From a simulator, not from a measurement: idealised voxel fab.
process module | voxel trench capacitor
cross-section cut | 160 nm wide | cells 5 nm
A cross-section is a grid of square cells, given in bands from the top down. A band is one or more rows of cells.
Each band's line starts with the height of the band's top and of its bottom, in nm. Then come its materials from left to right, each with its width in nm. One material with "throughout" fills the band from edge to edge. "air" is empty space.
Height 0 is the level under which the wafer as received is all one material. The lowest band goes on downwards, as in "0 down".
A width such as "30 to 40" changes by the same amount from each row of cells to the next, from the band's top row to its bottom row.
"no change" after a step means that no cell of the cross-section changed.
closed voids: empty space of 8 cells or more with no open way to the top, each as width x height at its distance from the left edge, in nm
after a step's settings: what the simulator itself notes on the step
overlay nm, on a step with a mask: how far to the right of its planned place the mask lay; to the left if negative
plan
1 op RECEIVE | material Si
2 op CONFORMAL_DEP | material SiN | thk nm 5
3 op DIRECTIONAL_DEP | material aC | thk nm 15
4 op PATTERN | tone open | mask id TRENCH | material resist | width nm 25 | pitch nm 45 | thk nm 35 | overlay nm 0
5 op DIRECTIONAL_ETCH | etch materials aC | depth nm 15
6 op STRIP | etch materials resist
7 op DIRECTIONAL_ETCH | etch materials SiN | depth nm 5
8 op DIRECTIONAL_ETCH | etch materials Si | depth nm 30
9 op STRIP | etch materials aC
10 op CONFORMAL_DEP | material Al2O3 | thk nm 5
11 op CONFORMAL_DEP | material TiN | thk nm 5
12 op FILL_DEP | material W | thk nm 10
13 op CMP | height nm 5
as received, after step 1
  0 down: Si throughout
  closed voids: none
first wafer at the end, as planned
  5 to 0: SiN 45 | Al2O3 5 | TiN 5 | W 5 | TiN 5 | Al2O3 5 | SiN 20 | Al2O3 5 | TiN 5 | W 5 | TiN 5 | Al2O3 5 | SiN 45
  0 to -20: Si 45 | Al2O3 5 | TiN 5 | W 5 | TiN 5 | Al2O3 5 | Si 20 | Al2O3 5 | TiN 5 | W 5 | TiN 5 | Al2O3 5 | Si 45
  -20 to -25: Si 45 | Al2O3 5 | TiN 15 | Al2O3 5 | Si 20 | Al2O3 5 | TiN 15 | Al2O3 5 | Si 45
  -25 to -30: Si 45 | Al2O3 25 | Si 20 | Al2O3 25 | Si 45
  -30 down: Si throughout
  closed voids: none
second wafer at the end: like start, like plan, one mistake
  5 to 0: W 35 | TiN 5 | Al2O3 5 | SiN 25 | Al2O3 5 | TiN 10 | Al2O3 5 | SiN 25 | Al2O3 5 | TiN 5 | W 35
  0 to -20: W 35 | TiN 5 | Al2O3 5 | Si 25 | Al2O3 5 | TiN 10 | Al2O3 5 | Si 25 | Al2O3 5 | TiN 5 | W 35
  -20 to -25: TiN 40 | Al2O3 5 | Si 25 | Al2O3 5 | TiN 10 | Al2O3 5 | Si 25 | Al2O3 5 | TiN 40
  -25 to -30: Al2O3 45 | Si 25 | Al2O3 20 | Si 25 | Al2O3 45
  -30 down: Si throughout
  closed voids: none
what went wrong: step 4 ran as: op PATTERN | tone cover | mask id TRENCH | material resist | width nm 25 | pitch nm 45 | thk nm 35 | overlay nm 0
at the end the second wafer has, in cells: 12 more of Al2O3 | 72 fewer of Si | 12 fewer of SiN | 12 more of TiN | 60 more of W
